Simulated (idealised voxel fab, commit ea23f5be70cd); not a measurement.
Process module under the name voxel self aligned contacts
Displayed cross-section: cut, width of 185 nm, square cells sized 5 nm.
When this document writes out a cross-section, it uses a grid of square cells and lists it as bands, beginning at the top and moving down, with a band standing for one or more rows of cells.
Top, bottom (nm), then materials left to right with widths (nm); lone material tagged "full width" fills the whole band edge to edge; "air" = empty space.
Convention: height 0 is the level below which the wafer, as received, is all one material. The lowest band does not terminate at the bottom but continues downward, represented as "from 0 down".
Per-row width for "30->40": begins at first number (top row of band), ends at second number (bottom row), increment between rows held constant.
Basically "remained the same" means that step didn't change any cell in the cross-section.
The label "Enclosed internal voids" introduces a list of the empty spaces, 8 cells or larger, that have no open way up to the top; each entry in it reads width x height at distance, where the distance is taken from the left edge and all three are stated in nm.
That trailing text on a step's line, after the settings, is the simulator's own remark on the step.
When a step includes a mask, the "overlay nm" setting on its line states how far to the right of its planned place that mask lay, and negative values state how far to the left.
[Intended process steps]
1 RECEIVE with material Si
2 CONFORMAL_DEP with material SiO2, thk nm 5
3 DIRECTIONAL_DEP with material polySi, thk nm 20
4 DIRECTIONAL_DEP with material SiN, thk nm 20
5 PATTERN with tone cover, mask id GATE, material resist, width nm 25, pitch nm 60, thk nm 15, overlay nm 0
6 DIRECTIONAL_ETCH with etch materials SiN, depth nm 20
7 DIRECTIONAL_ETCH with etch materials polySi, depth nm 20
8 STRIP with etch materials resist
9 CONFORMAL_DEP with material SiN, thk nm 5
10 DIRECTIONAL_ETCH with etch materials SiN, depth nm 5
11 FILL_DEP with material SiO2, thk nm 15
12 CMP with height nm 50
13 PATTERN with tone open, mask id CONTACT, material resist, width nm 45, thk nm 15, overlay nm 0
14 DIRECTIONAL_ETCH with etch materials SiO2, depth nm 50
15 STRIP with etch materials resist
16 CONFORMAL_DEP with material TiN, thk nm 5
17 FILL_DEP with material Ru, thk nm 5
18 CMP with height nm 50
19 CONFORMAL_DEP with material SiN, thk nm 5
[Here's what the wafer looked like in cross-section when it arrived - that's after step 1]
> from 0 down = Si full width
> Enclosed internal voids: none
[Figure: cross-sectional view of the wafer upon completion of the module, processed from the initial state and according to the plan depicted above, with one error introduced during execution]
> from 55 to 50 = SiN full width
> from 50 to 45 = 70 SiO2 / 20 TiN / 5 Ru / 20 TiN / 70 SiO2
> from 45 to 25 = 40 SiO2 / 45 SiN / 5 TiN / 5 Ru / 5 TiN / 45 SiN / 40 SiO2
> from 25 to 5 = 40 SiO2 / 5 SiN / 35 polySi / 5 SiN / 5 TiN / 5 Ru / 5 TiN / 5 SiN / 35 polySi / 5 SiN / 40 SiO2
> from 5 to 0 = 85 SiO2 / 15 TiN / 85 SiO2
> from 0 down = Si full width
> Enclosed internal voids: none
So what did we get wrong on this run? step 5 off recipe, ran as PATTERN with tone cover, mask id GATE, material resist, width nm 35, pitch nm 60, thk nm 15, overlay nm 0
